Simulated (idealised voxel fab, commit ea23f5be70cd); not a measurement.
process module | voxel ribs on slabs
cross-section cut | 300 nm wide | cells 5 nm
A cross-section is a grid of square cells, given in bands from the top down. A band is one or more rows of cells.
Each band's line starts with the height of the band's top and of its bottom, in nm. Then come its materials from left to right, each with its width in nm. One material with "throughout" fills the band from edge to edge. "air" is empty space.
Height 0 is the level under which the wafer as received is all one material. The lowest band goes on downwards, as in "0 down".
A width such as "30 to 40" changes by the same amount from each row of cells to the next, from the band's top row to its bottom row.
"no change" after a step means that no cell of the cross-section changed.
closed voids: empty space of 8 cells or more with no open way to the top, each as width x height at its distance from the left edge, in nm
after a step's settings: what the simulator itself notes on the step
overlay nm, on a step with a mask: how far to the right of its planned place the mask lay; to the left if negative
Each pair below shows a cross-section before one step and the cross-section after it, down to the lowest band that changed. The line under each pair gives the step between them, with its settings. The pairs can come from different runs of this module on the same starting wafer, so a pair continues from the pair above only where its "before" says so.
before
  0 down: Si throughout
  closed voids: none
after
  20 to 0: SiO2 throughout
  below 0: unchanged
  closed voids: none
the step between: op DIRECTIONAL_DEP | material SiO2 | thk nm 20
before: the cross-section after the pair above
after
  45 to 20: SiN throughout
  below 20: unchanged
  closed voids: none
the step between: op DIRECTIONAL_DEP | material SiN | thk nm 25
before: the cross-section after the pair above
after
  60 to 45: aC throughout
  below 45: unchanged
  closed voids: none
the step between: op DIRECTIONAL_DEP | material aC | thk nm 15
before: the cross-section after the pair above
after
  90 to 60: air 140 | resist 15 | air 145
  below 60: unchanged
  closed voids: none
the step between: op PATTERN | tone cover | mask id RIB | material resist | width nm 15 | thk nm 30 | overlay nm 0
before: the cross-section after the pair above
after
  75 to 60: air 140 | resist 15 | air 145
  60 to 45: air 140 | aC 15 | air 145
  below 45: unchanged
  closed voids: none
the step between: op DIRECTIONAL_ETCH | etch materials aC | depth nm 15
before: the cross-section after the pair above
after
  60 to 45: air 140 | aC 15 | air 145
  below 45: unchanged
  closed voids: none
the step between: op STRIP | etch materials resist
before: the cross-section after the pair above
after
  60 to 45: air 140 | aC 15 | air 145
  45 to 35: air 140 | SiN 15 | air 145
  below 35: unchanged
  closed voids: none
the step between: op DIRECTIONAL_ETCH | etch materials SiN | depth nm 10
before: the cross-section after the pair above
after
  45 to 35: air 140 | SiN 15 | air 145
  below 35: unchanged
  closed voids: none
the step between: op STRIP | etch materials aC
before: the cross-section after the pair above
after
  55 to 45: air 140 | aC 15 | air 145
  45 to 35: aC 140 | SiN 15 | aC 145
  below 35: unchanged
  closed voids: none
the step between: op DIRECTIONAL_DEP | material aC | thk nm 10
before: the cross-section after the pair above
after
  85 to 55: air 120 | resist 55 | air 125
  55 to 45: air 120 | resist 20 | aC 15 | resist 20 | air 125
  below 45: unchanged
  closed voids: none
the step between: op PATTERN | tone cover | mask id SLAB | material resist | width nm 55 | thk nm 30 | overlay nm 0
before: the cross-section after the pair above
after
  75 to 55: air 120 | resist 55 | air 125
  55 to 45: air 120 | resist 20 | aC 15 | resist 20 | air 125
  45 to 35: air 120 | aC 20 | SiN 15 | aC 20 | air 125
  below 35: unchanged
  closed voids: none
the step between: op DIRECTIONAL_ETCH | etch materials aC | depth nm 10
before: the cross-section after the pair above
after
  55 to 45: air 140 | aC 15 | air 145
  below 45: unchanged
  closed voids: none
the step between: op STRIP | etch materials resist
before: the cross-section after the pair above
after
  55 to 45: air 140 | aC 15 | air 145
  45 to 35: air 120 | aC 20 | SiN 15 | aC 20 | air 125
  35 to 20: air 120 | SiN 55 | air 125
  below 20: unchanged
  closed voids: none
the step between: op DIRECTIONAL_ETCH | etch materials SiN | depth nm 15
before: the cross-section after the pair above
after
  45 to 35: air 140 | SiN 15 | air 145
  below 35: unchanged
  closed voids: none
the step between: op STRIP | etch materials aC
before: the cross-section after the pair above
after
  65 to 45: SiO2 throughout
  45 to 35: SiO2 140 | SiN 15 | SiO2 145
  35 to 20: SiO2 120 | SiN 55 | SiO2 125
  below 20: unchanged
  closed voids: none
the step between: op FILL_DEP | material SiO2 | thk nm 20
before: the cross-section after the pair above
after
  55 to 45: SiO2 throughout
  below 45: unchanged
  closed voids: none
the step between: op CMP | height nm 55
before: the cross-section after the pair above
after
  60 to 55: W throughout
  below 55: unchanged
  closed voids: none
the step between: op DIRECTIONAL_DEP | material W | thk nm 5
before: the cross-section after the pair above
after
  70 to 60: aC throughout
  below 60: unchanged
  closed voids: none
the step between: op DIRECTIONAL_DEP | material aC | thk nm 10
before: the cross-section after the pair above
after
  100 to 70: air 135 | resist 25 | air 140
  below 70: unchanged
  closed voids: none
the step between: op PATTERN | tone cover | mask id HEATER | material resist | width nm 25 | thk nm 30 | overlay nm 0
before: the cross-section after the pair above
after
  90 to 70: air 135 | resist 25 | air 140
  70 to 60: air 135 | aC 25 | air 140
  below 60: unchanged
  closed voids: none
the step between: op DIRECTIONAL_ETCH | etch materials aC | depth nm 10
before: the cross-section after the pair above
after
  70 to 60: air 135 | aC 25 | air 140
  below 60: unchanged
  closed voids: none
the step between: op STRIP | etch materials resist
before: the cross-section after the pair above
after
  70 to 60: air 135 | aC 25 | air 140
  60 to 55: air 135 | W 25 | air 140
  below 55: unchanged
  closed voids: none
the step between: op DIRECTIONAL_ETCH | etch materials W | depth nm 5
before: the cross-section after the pair above
after
  60 to 55: air 135 | W 25 | air 140
  below 55: unchanged
  closed voids: none
the step between: op STRIP | etch materials aC
before: the cross-section after the pair above
after
  70 to 65: air 125 | SiO2 45 | air 130
  65 to 60: SiO2 throughout
  60 to 55: SiO2 135 | W 25 | SiO2 140
  below 55: unchanged
  closed voids: none
the step between: op CONFORMAL_DEP | material SiO2 | thk nm 10
before
  20 to 0: SiO2 throughout
  0 down: Si throughout
  closed voids: none
after
  40 to 0: SiO2 throughout
  below 0: unchanged
  closed voids: none
the step between: op DIRECTIONAL_DEP | material SiO2 | thk nm 20
before: the cross-section after the pair above
after
  65 to 40: SiN throughout
  below 40: unchanged
  closed voids: none
the step between: op DIRECTIONAL_DEP | material SiN | thk nm 25
before: the cross-section after the pair above
after
  80 to 65: aC throughout
  below 65: unchanged
  closed voids: none
the step between: op DIRECTIONAL_DEP | material aC | thk nm 15
before: the cross-section after the pair above
after
  110 to 80: air 140 | resist 15 | air 145
  below 80: unchanged
  closed voids: none
the step between: op PATTERN | tone cover | mask id RIB | material resist | width nm 15 | thk nm 30 | overlay nm 0
before: the cross-section after the pair above
after
  95 to 80: air 140 | resist 15 | air 145
  80 to 65: air 140 | aC 15 | air 145
  below 65: unchanged
  closed voids: none
the step between: op DIRECTIONAL_ETCH | etch materials aC | depth nm 15
before: the cross-section after the pair above
after
  80 to 65: air 140 | aC 15 | air 145
  below 65: unchanged
  closed voids: none
the step between: op STRIP | etch materials resist
before: the cross-section after the pair above
after
  80 to 65: air 140 | aC 15 | air 145
  65 to 55: air 140 | SiN 15 | air 145
  below 55: unchanged
  closed voids: none
the step between: op DIRECTIONAL_ETCH | etch materials SiN | depth nm 10
before: the cross-section after the pair above
after
  65 to 55: air 140 | SiN 15 | air 145
  below 55: unchanged
  closed voids: none
the step between: op STRIP | etch materials aC
before: the cross-section after the pair above
after
  75 to 65: air 140 | aC 15 | air 145
  65 to 55: aC 140 | SiN 15 | aC 145
  below 55: unchanged
  closed voids: none
the step between: op DIRECTIONAL_DEP | material aC | thk nm 10
before: the cross-section after the pair above
after
  105 to 75: air 120 | resist 55 | air 125
  75 to 65: air 120 | resist 20 | aC 15 | resist 20 | air 125
  below 65: unchanged
  closed voids: none
the step between: op PATTERN | tone cover | mask id SLAB | material resist | width nm 55 | thk nm 30 | overlay nm 0
before: the cross-section after the pair above
after
  95 to 75: air 120 | resist 55 | air 125
  75 to 65: air 120 | resist 20 | aC 15 | resist 20 | air 125
  65 to 55: air 120 | aC 20 | SiN 15 | aC 20 | air 125
  below 55: unchanged
  closed voids: none
the step between: op DIRECTIONAL_ETCH | etch materials aC | depth nm 10
before: the cross-section after the pair above
after
  75 to 65: air 140 | aC 15 | air 145
  below 65: unchanged
  closed voids: none
the step between: op STRIP | etch materials resist
before: the cross-section after the pair above
after
  75 to 65: air 140 | aC 15 | air 145
  65 to 55: air 120 | aC 20 | SiN 15 | aC 20 | air 125
  55 to 40: air 120 | SiN 55 | air 125
  below 40: unchanged
  closed voids: none
the step between: op DIRECTIONAL_ETCH | etch materials SiN | depth nm 15
before: the cross-section after the pair above
after
  65 to 55: air 140 | SiN 15 | air 145
  below 55: unchanged
  closed voids: none
the step between: op STRIP | etch materials aC
before: the cross-section after the pair above
after
  85 to 65: SiO2 throughout
  65 to 55: SiO2 140 | SiN 15 | SiO2 145
  55 to 40: SiO2 120 | SiN 55 | SiO2 125
  below 40: unchanged
  closed voids: none
the step between: op FILL_DEP | material SiO2 | thk nm 20
before: the cross-section after the pair above
after
  55 to 40: SiO2 120 | SiN 55 | SiO2 125
  below 40: unchanged
  closed voids: none
the step between: op CMP | height nm 55
before: the cross-section after the pair above
after
  60 to 55: W throughout
  below 55: unchanged
  closed voids: none
the step between: op DIRECTIONAL_DEP | material W | thk nm 5
before: the cross-section after the pair above
after
  70 to 60: aC throughout
  below 60: unchanged
  closed voids: none
the step between: op DIRECTIONAL_DEP | material aC | thk nm 10
before: the cross-section after the pair above
after
  100 to 70: air 135 | resist 25 | air 140
  below 70: unchanged
  closed voids: none
the step between: op PATTERN | tone cover | mask id HEATER | material resist | width nm 25 | thk nm 30 | overlay nm 0
before: the cross-section after the pair above
after
  90 to 70: air 135 | resist 25 | air 140
  70 to 60: air 135 | aC 25 | air 140
  below 60: unchanged
  closed voids: none
the step between: op DIRECTIONAL_ETCH | etch materials aC | depth nm 10
before: the cross-section after the pair above
after
  70 to 60: air 135 | aC 25 | air 140
  below 60: unchanged
  closed voids: none
the step between: op STRIP | etch materials resist
before: the cross-section after the pair above
after
  70 to 60: air 135 | aC 25 | air 140
  60 to 55: air 135 | W 25 | air 140
  below 55: unchanged
  closed voids: none
the step between: op DIRECTIONAL_ETCH | etch materials W | depth nm 5
before: the cross-section after the pair above
after
  60 to 55: air 135 | W 25 | air 140
  below 55: unchanged
  closed voids: none
the step between: op STRIP | etch materials aC
before: the cross-section after the pair above
after
  70 to 65: air 125 | SiO2 45 | air 130
  65 to 60: SiO2 throughout
  60 to 55: SiO2 135 | W 25 | SiO2 140
  below 55: unchanged
  closed voids: none
the step between: op CONFORMAL_DEP | material SiO2 | thk nm 10
before
  0 down: Si throughout
  closed voids: none
after
  25 to 0: SiN throughout
  below 0: unchanged
  closed voids: none
the step between: op DIRECTIONAL_DEP | material SiN | thk nm 25
before: the cross-section after the pair above
after
  45 to 25: SiO2 throughout
  below 25: unchanged
  closed voids: none
the step between: op DIRECTIONAL_DEP | material SiO2 | thk nm 20
before: the cross-section after the pair above
after
  60 to 45: aC throughout
  below 45: unchanged
  closed voids: none
the step between: op DIRECTIONAL_DEP | material aC | thk nm 15
before: the cross-section after the pair above
after
  90 to 60: air 140 | resist 15 | air 145
  below 60: unchanged
  closed voids: none
the step between: op PATTERN | tone cover | mask id RIB | material resist | width nm 15 | thk nm 30 | overlay nm 0
before: the cross-section after the pair above
after
  75 to 60: air 140 | resist 15 | air 145
  60 to 45: air 140 | aC 15 | air 145
  below 45: unchanged
  closed voids: none
the step between: op DIRECTIONAL_ETCH | etch materials aC | depth nm 15
before: the cross-section after the pair above
after
  60 to 45: air 140 | aC 15 | air 145
  below 45: unchanged
  closed voids: none
the step between: op STRIP | etch materials resist
before: the cross-section after the pair above
after
  45 to 25: SiO2 throughout
  below 25: unchanged
  closed voids: none
the step between: op STRIP | etch materials aC
before: the cross-section after the pair above
after
  55 to 45: aC throughout
  below 45: unchanged
  closed voids: none
the step between: op DIRECTIONAL_DEP | material aC | thk nm 10
before: the cross-section after the pair above
after
  85 to 55: air 120 | resist 55 | air 125
  below 55: unchanged
  closed voids: none
the step between: op PATTERN | tone cover | mask id SLAB | material resist | width nm 55 | thk nm 30 | overlay nm 0
before: the cross-section after the pair above
after
  75 to 55: air 120 | resist 55 | air 125
  55 to 45: air 120 | aC 55 | air 125
  below 45: unchanged
  closed voids: none
the step between: op DIRECTIONAL_ETCH | etch materials aC | depth nm 10
before: the cross-section after the pair above
after
  55 to 45: air 120 | aC 55 | air 125
  below 45: unchanged
  closed voids: none
the step between: op STRIP | etch materials resist
before: the cross-section after the pair above
after
  45 to 25: SiO2 throughout
  below 25: unchanged
  closed voids: none
the step between: op STRIP | etch materials aC
before: the cross-section after the pair above
after
  65 to 25: SiO2 throughout
  below 25: unchanged
  closed voids: none
the step between: op FILL_DEP | material SiO2 | thk nm 20
before: the cross-section after the pair above
after
  55 to 25: SiO2 throughout
  below 25: unchanged
  closed voids: none
the step between: op CMP | height nm 55
before: the cross-section after the pair above
after
  60 to 55: W throughout
  below 55: unchanged
  closed voids: none
the step between: op DIRECTIONAL_DEP | material W | thk nm 5
before: the cross-section after the pair above
after
  70 to 60: aC throughout
  below 60: unchanged
  closed voids: none
the step between: op DIRECTIONAL_DEP | material aC | thk nm 10
before: the cross-section after the pair above
after
  100 to 70: air 135 | resist 25 | air 140
  below 70: unchanged
  closed voids: none
the step between: op PATTERN | tone cover | mask id HEATER | material resist | width nm 25 | thk nm 30 | overlay nm 0
before: the cross-section after the pair above
after
  90 to 70: air 135 | resist 25 | air 140
  70 to 60: air 135 | aC 25 | air 140
  below 60: unchanged
  closed voids: none
the step between: op DIRECTIONAL_ETCH | etch materials aC | depth nm 10
before: the cross-section after the pair above
after
  70 to 60: air 135 | aC 25 | air 140
  below 60: unchanged
  closed voids: none
the step between: op STRIP | etch materials resist
before: the cross-section after the pair above
after
  70 to 60: air 135 | aC 25 | air 140
  60 to 55: air 135 | W 25 | air 140
  below 55: unchanged
  closed voids: none
the step between: op DIRECTIONAL_ETCH | etch materials W | depth nm 5
before: the cross-section after the pair above
after
  60 to 55: air 135 | W 25 | air 140
  below 55: unchanged
  closed voids: none
the step between: op STRIP | etch materials aC
before: the cross-section after the pair above
after
  70 to 65: air 125 | SiO2 45 | air 130
  65 to 60: SiO2 throughout
  60 to 55: SiO2 135 | W 25 | SiO2 140
  below 55: unchanged
  closed voids: none
the step between: op CONFORMAL_DEP | material SiO2 | thk nm 10
before
  60 to 45: air 140 | aC 15 | air 145
  45 to 20: SiN throughout
  20 to 0: SiO2 throughout
  0 down: Si throughout
  closed voids: none
after
  60 to 45: air 140 | aC 15 | air 145
  45 to 30: air 140 | SiN 15 | air 145
  below 30: unchanged
  closed voids: none
the step between: op DIRECTIONAL_ETCH | etch materials SiN | depth nm 15
before: the cross-section after the pair above
after
  45 to 30: air 140 | SiN 15 | air 145
  below 30: unchanged
  closed voids: none
the step between: op STRIP | etch materials aC
before: the cross-section after the pair above
after
  55 to 45: air 140 | aC 15 | air 145
  45 to 40: air 140 | SiN 15 | air 145
  40 to 30: aC 140 | SiN 15 | aC 145
  below 30: unchanged
  closed voids: none
the step between: op DIRECTIONAL_DEP | material aC | thk nm 10
before: the cross-section after the pair above
after
  85 to 55: air 120 | resist 55 | air 125
  55 to 45: air 120 | resist 20 | aC 15 | resist 20 | air 125
  45 to 40: air 120 | resist 20 | SiN 15 | resist 20 | air 125
  below 40: unchanged
  closed voids: none
the step between: op PATTERN | tone cover | mask id SLAB | material resist | width nm 55 | thk nm 30 | overlay nm 0
before: the cross-section after the pair above
after
  75 to 55: air 120 | resist 55 | air 125
  55 to 45: air 120 | resist 20 | aC 15 | resist 20 | air 125
  45 to 40: air 120 | resist 20 | SiN 15 | resist 20 | air 125
  40 to 30: air 120 | aC 20 | SiN 15 | aC 20 | air 125
  below 30: unchanged
  closed voids: none
the step between: op DIRECTIONAL_ETCH | etch materials aC | depth nm 10
before: the cross-section after the pair above
after
  55 to 45: air 140 | aC 15 | air 145
  45 to 40: air 140 | SiN 15 | air 145
  below 40: unchanged
  closed voids: none
the step between: op STRIP | etch materials resist
before: the cross-section after the pair above
after
  55 to 45: air 140 | aC 15 | air 145
  45 to 40: air 140 | SiN 15 | air 145
  40 to 30: air 120 | aC 20 | SiN 15 | aC 20 | air 125
  30 to 20: air 120 | SiN 55 | air 125
  below 20: unchanged
  closed voids: none
the step between: op DIRECTIONAL_ETCH | etch materials SiN | depth nm 15
before: the cross-section after the pair above
after
  45 to 30: air 140 | SiN 15 | air 145
  below 30: unchanged
  closed voids: none
the step between: op STRIP | etch materials aC
before: the cross-section after the pair above
after
  65 to 45: SiO2 throughout
  45 to 30: SiO2 140 | SiN 15 | SiO2 145
  30 to 20: SiO2 120 | SiN 55 | SiO2 125
  below 20: unchanged
  closed voids: none
the step between: op FILL_DEP | material SiO2 | thk nm 20
before: the cross-section after the pair above
after
  55 to 45: SiO2 throughout
  below 45: unchanged
  closed voids: none
the step between: op CMP | height nm 55
before: the cross-section after the pair above
after
  60 to 55: W throughout
  below 55: unchanged
  closed voids: none
the step between: op DIRECTIONAL_DEP | material W | thk nm 5
before: the cross-section after the pair above
after
  70 to 60: aC throughout
  below 60: unchanged
  closed voids: none
the step between: op DIRECTIONAL_DEP | material aC | thk nm 10
before: the cross-section after the pair above
after
  100 to 70: air 135 | resist 25 | air 140
  below 70: unchanged
  closed voids: none
the step between: op PATTERN | tone cover | mask id HEATER | material resist | width nm 25 | thk nm 30 | overlay nm 0
before: the cross-section after the pair above
after
  90 to 70: air 135 | resist 25 | air 140
  70 to 60: air 135 | aC 25 | air 140
  below 60: unchanged
  closed voids: none
the step between: op DIRECTIONAL_ETCH | etch materials aC | depth nm 10
before: the cross-section after the pair above
after
  70 to 60: air 135 | aC 25 | air 140
  below 60: unchanged
  closed voids: none
the step between: op STRIP | etch materials resist
before: the cross-section after the pair above
after
  70 to 60: air 135 | aC 25 | air 140
  60 to 55: air 135 | W 25 | air 140
  below 55: unchanged
  closed voids: none
the step between: op DIRECTIONAL_ETCH | etch materials W | depth nm 5
before: the cross-section after the pair above
after
  60 to 55: air 135 | W 25 | air 140
  below 55: unchanged
  closed voids: none
the step between: op STRIP | etch materials aC
before: the cross-section after the pair above
after
  70 to 65: air 125 | SiO2 45 | air 130
  65 to 60: SiO2 throughout
  60 to 55: SiO2 135 | W 25 | SiO2 140
  below 55: unchanged
  closed voids: none
the step between: op CONFORMAL_DEP | material SiO2 | thk nm 10
before
  60 to 45: aC throughout
  45 to 20: SiN throughout
  20 to 0: SiO2 throughout
  0 down: Si throughout
  closed voids: none
after
  90 to 60: air 135 | resist 25 | air 140
  below 60: unchanged
  closed voids: none
the step between: op PATTERN | tone cover | mask id RIB | material resist | width nm 25 | thk nm 30 | overlay nm 0
before: the cross-section after the pair above
after
  75 to 60: air 135 | resist 25 | air 140
  60 to 45: air 135 | aC 25 | air 140
  below 45: unchanged
  closed voids: none
the step between: op DIRECTIONAL_ETCH | etch materials aC | depth nm 15
before: the cross-section after the pair above
after
  60 to 45: air 135 | aC 25 | air 140
  below 45: unchanged
  closed voids: none
the step between: op STRIP | etch materials resist
before: the cross-section after the pair above
after
  60 to 45: air 135 | aC 25 | air 140
  45 to 35: air 135 | SiN 25 | air 140
  below 35: unchanged
  closed voids: none
the step between: op DIRECTIONAL_ETCH | etch materials SiN | depth nm 10
before: the cross-section after the pair above
after
  45 to 35: air 135 | SiN 25 | air 140
  below 35: unchanged
  closed voids: none
the step between: op STRIP | etch materials aC
before: the cross-section after the pair above
after
  55 to 45: air 135 | aC 25 | air 140
  45 to 35: aC 135 | SiN 25 | aC 140
  below 35: unchanged
  closed voids: none
the step between: op DIRECTIONAL_DEP | material aC | thk nm 10
before: the cross-section after the pair above
after
  85 to 55: air 120 | resist 55 | air 125
  55 to 45: air 120 | resist 15 | aC 25 | resist 15 | air 125
  below 45: unchanged
  closed voids: none
the step between: op PATTERN | tone cover | mask id SLAB | material resist | width nm 55 | thk nm 30 | overlay nm 0
before: the cross-section after the pair above
after
  75 to 55: air 120 | resist 55 | air 125
  55 to 45: air 120 | resist 15 | aC 25 | resist 15 | air 125
  45 to 35: air 120 | aC 15 | SiN 25 | aC 15 | air 125
  below 35: unchanged
  closed voids: none
the step between: op DIRECTIONAL_ETCH | etch materials aC | depth nm 10
before: the cross-section after the pair above
after
  55 to 45: air 135 | aC 25 | air 140
  below 45: unchanged
  closed voids: none
the step between: op STRIP | etch materials resist
before: the cross-section after the pair above
after
  55 to 45: air 135 | aC 25 | air 140
  45 to 35: air 120 | aC 15 | SiN 25 | aC 15 | air 125
  35 to 20: air 120 | SiN 55 | air 125
  below 20: unchanged
  closed voids: none
the step between: op DIRECTIONAL_ETCH | etch materials SiN | depth nm 15
before: the cross-section after the pair above
after
  45 to 35: air 135 | SiN 25 | air 140
  below 35: unchanged
  closed voids: none
the step between: op STRIP | etch materials aC
before: the cross-section after the pair above
after
  65 to 45: SiO2 throughout
  45 to 35: SiO2 135 | SiN 25 | SiO2 140
  35 to 20: SiO2 120 | SiN 55 | SiO2 125
  below 20: unchanged
  closed voids: none
the step between: op FILL_DEP | material SiO2 | thk nm 20
before: the cross-section after the pair above
after
  55 to 45: SiO2 throughout
  below 45: unchanged
  closed voids: none
the step between: op CMP | height nm 55
before: the cross-section after the pair above
after
  60 to 55: W throughout
  below 55: unchanged
  closed voids: none
the step between: op DIRECTIONAL_DEP | material W | thk nm 5
before: the cross-section after the pair above
after
  70 to 60: aC throughout
  below 60: unchanged
  closed voids: none
the step between: op DIRECTIONAL_DEP | material aC | thk nm 10
before: the cross-section after the pair above
after
  100 to 70: air 135 | resist 25 | air 140
  below 70: unchanged
  closed voids: none
the step between: op PATTERN | tone cover | mask id HEATER | material resist | width nm 25 | thk nm 30 | overlay nm 0
before: the cross-section after the pair above
after
  90 to 70: air 135 | resist 25 | air 140
  70 to 60: air 135 | aC 25 | air 140
  below 60: unchanged
  closed voids: none
the step between: op DIRECTIONAL_ETCH | etch materials aC | depth nm 10
before: the cross-section after the pair above
after
  70 to 60: air 135 | aC 25 | air 140
  below 60: unchanged
  closed voids: none
the step between: op STRIP | etch materials resist
before: the cross-section after the pair above
after
  70 to 60: air 135 | aC 25 | air 140
  60 to 55: air 135 | W 25 | air 140
  below 55: unchanged
  closed voids: none
the step between: op DIRECTIONAL_ETCH | etch materials W | depth nm 5
before: the cross-section after the pair above
after
  60 to 55: air 135 | W 25 | air 140
  below 55: unchanged
  closed voids: none
the step between: op STRIP | etch materials aC
before: the cross-section after the pair above
after
  70 to 65: air 125 | SiO2 45 | air 130
  65 to 60: SiO2 throughout
  60 to 55: SiO2 135 | W 25 | SiO2 140
  below 55: unchanged
  closed voids: none
the step between: op CONFORMAL_DEP | material SiO2 | thk nm 10
before
  55 to 45: air 140 | aC 15 | air 145
  45 to 35: aC 140 | SiN 15 | aC 145
  35 to 20: SiN throughout
  20 to 0: SiO2 throughout
  0 down: Si throughout
  closed voids: none
after
  85 to 55: air 110 | resist 55 | air 135
  55 to 45: air 110 | resist 30 | aC 15 | resist 10 | air 135
  below 45: unchanged
  closed voids: none
the step between: op PATTERN | tone cover | mask id SLAB | material resist | width nm 55 | thk nm 30 | overlay nm -10
before: the cross-section after the pair above
after
  75 to 55: air 110 | resist 55 | air 135
  55 to 45: air 110 | resist 30 | aC 15 | resist 10 | air 135
  45 to 35: air 110 | aC 30 | SiN 15 | aC 10 | air 135
  below 35: unchanged
  closed voids: none
the step between: op DIRECTIONAL_ETCH | etch materials aC | depth nm 10
before: the cross-section after the pair above
after
  55 to 45: air 140 | aC 15 | air 145
  below 45: unchanged
  closed voids: none
the step between: op STRIP | etch materials resist
before: the cross-section after the pair above
after
  55 to 45: air 140 | aC 15 | air 145
  45 to 35: air 110 | aC 30 | SiN 15 | aC 10 | air 135
  35 to 20: air 110 | SiN 55 | air 135
  below 20: unchanged
  closed voids: none
the step between: op DIRECTIONAL_ETCH | etch materials SiN | depth nm 15
before: the cross-section after the pair above
after
  45 to 35: air 140 | SiN 15 | air 145
  below 35: unchanged
  closed voids: none
the step between: op STRIP | etch materials aC
before: the cross-section after the pair above
after
  65 to 45: SiO2 throughout
  45 to 35: SiO2 140 | SiN 15 | SiO2 145
  35 to 20: SiO2 110 | SiN 55 | SiO2 135
  below 20: unchanged
  closed voids: none
the step between: op FILL_DEP | material SiO2 | thk nm 20
before: the cross-section after the pair above
after
  55 to 45: SiO2 throughout
  below 45: unchanged
  closed voids: none
the step between: op CMP | height nm 55
before: the cross-section after the pair above
after
  60 to 55: W throughout
  below 55: unchanged
  closed voids: none
the step between: op DIRECTIONAL_DEP | material W | thk nm 5
before: the cross-section after the pair above
after
  70 to 60: aC throughout
  below 60: unchanged
  closed voids: none
the step between: op DIRECTIONAL_DEP | material aC | thk nm 10
before: the cross-section after the pair above
after
  100 to 70: air 135 | resist 25 | air 140
  below 70: unchanged
  closed voids: none
the step between: op PATTERN | tone cover | mask id HEATER | material resist | width nm 25 | thk nm 30 | overlay nm 0
before: the cross-section after the pair above
after
  90 to 70: air 135 | resist 25 | air 140
  70 to 60: air 135 | aC 25 | air 140
  below 60: unchanged
  closed voids: none
the step between: op DIRECTIONAL_ETCH | etch materials aC | depth nm 10
before: the cross-section after the pair above
after
  70 to 60: air 135 | aC 25 | air 140
  below 60: unchanged
  closed voids: none
the step between: op STRIP | etch materials resist
before: the cross-section after the pair above
after
  70 to 60: air 135 | aC 25 | air 140
  60 to 55: air 135 | W 25 | air 140
  below 55: unchanged
  closed voids: none
the step between: op DIRECTIONAL_ETCH | etch materials W | depth nm 5
before: the cross-section after the pair above
after
  60 to 55: air 135 | W 25 | air 140
  below 55: unchanged
  closed voids: none
the step between: op STRIP | etch materials aC
before: the cross-section after the pair above
after
  70 to 65: air 125 | SiO2 45 | air 130
  65 to 60: SiO2 throughout
  60 to 55: SiO2 135 | W 25 | SiO2 140
  below 55: unchanged
  closed voids: none
the step between: op CONFORMAL_DEP | material SiO2 | thk nm 10
before
  45 to 20: SiN throughout
  20 to 0: SiO2 throughout
  0 down: Si throughout
  closed voids: none
after
  60 to 20: SiN throughout
  below 20: unchanged
  closed voids: none
the step between: op DIRECTIONAL_DEP | material SiN | thk nm 15
before: the cross-section after the pair above
after
  90 to 60: air 140 | resist 15 | air 145
  below 60: unchanged
  closed voids: none
the step between: op PATTERN | tone cover | mask id RIB | material resist | width nm 15 | thk nm 30 | overlay nm 0
before: the cross-section after the pair above
after
  75 to 60: air 140 | resist 15 | air 145
  below 60: unchanged
  closed voids: none
the step between: op DIRECTIONAL_ETCH | etch materials aC | depth nm 15
before: the cross-section after the pair above
after
  60 to 20: SiN throughout
  below 20: unchanged
  closed voids: none
the step between: op STRIP | etch materials resist
before: the cross-section after the pair above
after
  50 to 20: SiN throughout
  below 20: unchanged
  closed voids: none
the step between: op DIRECTIONAL_ETCH | etch materials SiN | depth nm 10
before: the cross-section after the pair above
after
  60 to 50: aC throughout
  below 50: unchanged
  closed voids: none
the step between: op DIRECTIONAL_DEP | material aC | thk nm 10
before: the cross-section after the pair above
after
  90 to 60: air 120 | resist 55 | air 125
  below 60: unchanged
  closed voids: none
the step between: op PATTERN | tone cover | mask id SLAB | material resist | width nm 55 | thk nm 30 | overlay nm 0
before: the cross-section after the pair above
after
  80 to 60: air 120 | resist 55 | air 125
  60 to 50: air 120 | aC 55 | air 125
  below 50: unchanged
  closed voids: none
the step between: op DIRECTIONAL_ETCH | etch materials aC | depth nm 10
before: the cross-section after the pair above
after
  60 to 50: air 120 | aC 55 | air 125
  below 50: unchanged
  closed voids: none
the step between: op STRIP | etch materials resist
before: the cross-section after the pair above
after
  60 to 50: air 120 | aC 55 | air 125
  50 to 35: air 120 | SiN 55 | air 125
  below 35: unchanged
  closed voids: none
the step between: op DIRECTIONAL_ETCH | etch materials SiN | depth nm 15
before: the cross-section after the pair above
after
  50 to 35: air 120 | SiN 55 | air 125
  below 35: unchanged
  closed voids: none
the step between: op STRIP | etch materials aC
before: the cross-section after the pair above
after
  70 to 50: SiO2 throughout
  50 to 35: SiO2 120 | SiN 55 | SiO2 125
  below 35: unchanged
  closed voids: none
the step between: op FILL_DEP | material SiO2 | thk nm 20
before: the cross-section after the pair above
after
  55 to 50: SiO2 throughout
  below 50: unchanged
  closed voids: none
the step between: op CMP | height nm 55
before: the cross-section after the pair above
after
  60 to 55: W throughout
  below 55: unchanged
  closed voids: none
the step between: op DIRECTIONAL_DEP | material W | thk nm 5
before: the cross-section after the pair above
after
  70 to 60: aC throughout
  below 60: unchanged
  closed voids: none
the step between: op DIRECTIONAL_DEP | material aC | thk nm 10
before: the cross-section after the pair above
after
  100 to 70: air 135 | resist 25 | air 140
  below 70: unchanged
  closed voids: none
the step between: op PATTERN | tone cover | mask id HEATER | material resist | width nm 25 | thk nm 30 | overlay nm 0
before: the cross-section after the pair above
after
  90 to 70: air 135 | resist 25 | air 140
  70 to 60: air 135 | aC 25 | air 140
  below 60: unchanged
  closed voids: none
the step between: op DIRECTIONAL_ETCH | etch materials aC | depth nm 10
before: the cross-section after the pair above
after
  70 to 60: air 135 | aC 25 | air 140
  below 60: unchanged
  closed voids: none
the step between: op STRIP | etch materials resist
before: the cross-section after the pair above
after
  70 to 60: air 135 | aC 25 | air 140
  60 to 55: air 135 | W 25 | air 140
  below 55: unchanged
  closed voids: none
the step between: op DIRECTIONAL_ETCH | etch materials W | depth nm 5
before: the cross-section after the pair above
after
  60 to 55: air 135 | W 25 | air 140
  below 55: unchanged
  closed voids: none
the step between: op STRIP | etch materials aC
before: the cross-section after the pair above
after
  70 to 65: air 125 | SiO2 45 | air 130
  65 to 60: SiO2 throughout
  60 to 55: SiO2 135 | W 25 | SiO2 140
  below 55: unchanged
  closed voids: none
the step between: op CONFORMAL_DEP | material SiO2 | thk nm 10
before
  55 to 45: air 140 | aC 15 | air 145
  45 to 35: aC 140 | SiN 15 | aC 145
  35 to 20: SiN throughout
  20 to 0: SiO2 throughout
  0 down: Si throughout
  closed voids: none
after
  85 to 55: resist 120 | air 55 | resist 125
  55 to 45: resist 120 | air 20 | aC 15 | air 20 | resist 125
  below 45: unchanged
  closed voids: none
the step between: op PATTERN | tone open | mask id SLAB | material resist | width nm 55 | thk nm 30 | overlay nm 0
before: the cross-section after the pair above
after
  75 to 45: resist 120 | air 55 | resist 125
  45 to 35: aC 120 | air 20 | SiN 15 | air 20 | aC 125
  below 35: unchanged
  closed voids: none
the step between: op DIRECTIONAL_ETCH | etch materials aC | depth nm 10
